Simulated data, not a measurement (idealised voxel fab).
Process module under the name voxel transistor to metal
Square cells of 5 nm make up the cross-section cut, whose width is 175 nm.
Bands, listed from the top down, are how a cross-section gets written in this document; the cross-section itself is a grid of square cells, and a band is one or more rows of them.
This entry defines a band. It first specifies the height of the band's top and the height of its bottom in nm, and then specifies the band's materials from left to right, stating each material with its width in nm. The word "full width" identifies a single material that fills the band from edge to edge, while the word "blank" identifies empty space.
Beneath 0, the wafer as received is one material, and that level is where height counting begins. The lowest band goes on downward without a bottom; it is written like "top 0, no bottom".
Read "30..40" as a graded width: first number on top, second number at the bottom, same change between each pair of neighbouring rows.
When a step is marked "nothing different", none of the cells in the cross-section changed during that step.
"Closed internal voids" - sealed voids, min. 8 cells, no opening to top; format: width x height at distance (distance from left edge; nm throughout).
after a step's settings: what the simulator itself notes on the step
"overlay nm" denotes, for a step that has a mask, the displacement of the mask to the right of its planned place, with negative values corresponding to the left.

LIST OF PLANNED PROCESS STEPS
1: RECEIVE, material Si
2: OXIDIZE, depth nm 5
3: CONFORMAL_DEP, material SiN, thk nm 15
4: DIRECTIONAL_DEP, material aC, thk nm 10
5: PATTERN, tone cover, mask id ACTIVE, material resist, width nm 105, thk nm 30, overlay nm 0
6: DIRECTIONAL_ETCH, etch materials aC, depth nm 10
7: STRIP, etch materials resist
8: DIRECTIONAL_ETCH, etch materials SiN, depth nm 15
9: DIRECTIONAL_ETCH, etch materials SiO2, depth nm 5
10: DIRECTIONAL_ETCH, etch materials Si, depth nm 35
11: STRIP, etch materials aC
12: OXIDIZE, depth nm 5
13: FILL_DEP, material SiO2, thk nm 5
14: CMP, height nm 15
15: SELECTIVE_ETCH, etch materials SiO2, depth nm 5
16: STRIP, etch materials SiN
17: SELECTIVE_ETCH, etch materials SiO2, depth nm 5
18: OXIDIZE, depth nm 5
19: DIRECTIONAL_DEP, material polySi, thk nm 25
20: DIRECTIONAL_DEP, material SiCN, thk nm 10
21: PATTERN, tone cover, mask id GATE, material resist, width nm 15, thk nm 20, overlay nm 0
22: DIRECTIONAL_ETCH, etch materials SiCN, depth nm 20
23: DIRECTIONAL_ETCH, etch materials polySi, depth nm 35
24: STRIP, etch materials resist
25: CONFORMAL_DEP, material SiO2, thk nm 5
26: DIRECTIONAL_ETCH, etch materials SiO2, depth nm 5
27: CONFORMAL_DEP, material SiN, thk nm 5
28: DIRECTIONAL_ETCH, etch materials SiN, depth nm 5
29: DIRECTIONAL_ETCH, etch materials SiO2, depth nm 5
30: DIRECTIONAL_ETCH, etch materials Si, depth nm 5
31: EPI, material pSi, thk nm 5
32: FILL_DEP, material SiO2, thk nm 5
33: CMP, height nm 30
34: DIRECTIONAL_DEP, material SiO2, thk nm 15
35: DIRECTIONAL_DEP, material aC, thk nm 10
36: PATTERN, tone open, mask id CONTACT, material resist, width nm 30, pitch nm 55, thk nm 30, overlay nm 0
37: DIRECTIONAL_ETCH, etch materials aC, depth nm 10
38: STRIP, etch materials resist
39: DIRECTIONAL_ETCH, etch materials SiO2, depth nm 55
40: STRIP, etch materials aC
41: CONFORMAL_DEP, material TiN, thk nm 5
42: FILL_DEP, material W, thk nm 5
43: CMP, height nm 45
44: CONFORMAL_DEP, material SiN, thk nm 5
45: DIRECTIONAL_DEP, material SiO2, thk nm 15
46: PATTERN, tone open, mask id METAL_1, material resist, width nm 20, pitch nm 65, thk nm 20, overlay nm 0
47: DIRECTIONAL_ETCH, etch materials SiO2, depth nm 15
48: DIRECTIONAL_ETCH, etch materials SiN, depth nm 5
49: STRIP, etch materials resist
50: CONFORMAL_DEP, material TiN, thk nm 5
51: FILL_DEP, material Ru, thk nm 5
52: CMP, height nm 65
53: EPI, material Ru, thk nm 5
54: FILL_DEP, material SiCN, thk nm 5

CROSS-SECTION OF THE WAFER UPON ARRIVAL, REPRESENTING THE STATE REACHED AFTER STEP 1
* top 0, no bottom: Si full width
* Closed internal voids: none

STARTING STRUCTURE AND PROCESS PLAN ARE AS SHOWN ABOVE, BUT ONE MISTAKE WAS MADE IN RUNNING THE MODULE; THE WAFER CROSS-SECTION AT THE END OF THE MODULE FOLLOWS
* top 75, bottom 70: SiCN full width
* top 70, bottom 65: 40 of SiCN; 30 of Ru; 35 of SiCN; 30 of Ru; 40 of SiCN
* top 65, bottom 50: 45 of SiO2; 5 of TiN; 10 of Ru; 5 of TiN; 45 of SiO2; 5 of TiN; 10 of Ru; 5 of TiN; 45 of SiO2
* top 50, bottom 45: 45 of SiN; 20 of TiN; 45 of SiN; 20 of TiN; 45 of SiN
* top 45, bottom 35: 45 of SiO2; 5 of TiN; 20 of W; 5 of TiN; 25 of SiO2; 5 of TiN; 20 of W; 5 of TiN; 45 of SiO2
* top 35, bottom 30: 45 of SiO2; 5 of TiN; 15 of W; 10 of TiN; 25 of SiO2; 10 of TiN; 15 of W; 5 of TiN; 45 of SiO2
* top 30, bottom 20: 45 of SiO2; 5 of TiN; 15 of W; 5 of TiN; 5 of SiN; 5 of SiO2; 15 of SiCN; 5 of SiO2; 5 of SiN; 5 of TiN; 15 of W; 5 of TiN; 45 of SiO2
* top 20, bottom 5: 45 of SiO2; 5 of TiN; 15 of W; 5 of TiN; 5 of SiN; 5 of SiO2; 15 of polySi; 5 of SiO2; 5 of SiN; 5 of TiN; 15 of W; 5 of TiN; 45 of SiO2
* top 5, bottom -5: 40 of SiO2; 5 of SiN; 5 of TiN; 15..10 of W; 5..10 of TiN; 5 of SiN; 5 of SiO2; 15 of polySi; 5 of SiO2; 5 of SiN; 5..10 of TiN; 15..10 of W; 5 of TiN; 5 of SiO2; 5 of SiN; 35 of SiO2
* top -5, bottom -10: 45 of SiO2; 20 of TiN; 5 of pSi; 35 of SiO2; 5 of pSi; 20 of TiN; 45 of SiO2
* top -10, bottom -15: 45 of SiO2; 25 of pSi; 35 of Si; 30 of pSi; 40 of SiO2
* top -15, bottom -45: 45 of SiO2; 90 of Si; 40 of SiO2
* top -45, no bottom: Si full width
* Closed internal voids: none
Nonconformance to the process plan: step 5 off recipe, ran as PATTERN, tone cover, mask id ACTIVE, material resist, width nm 100, thk nm 30, overlay nm 0
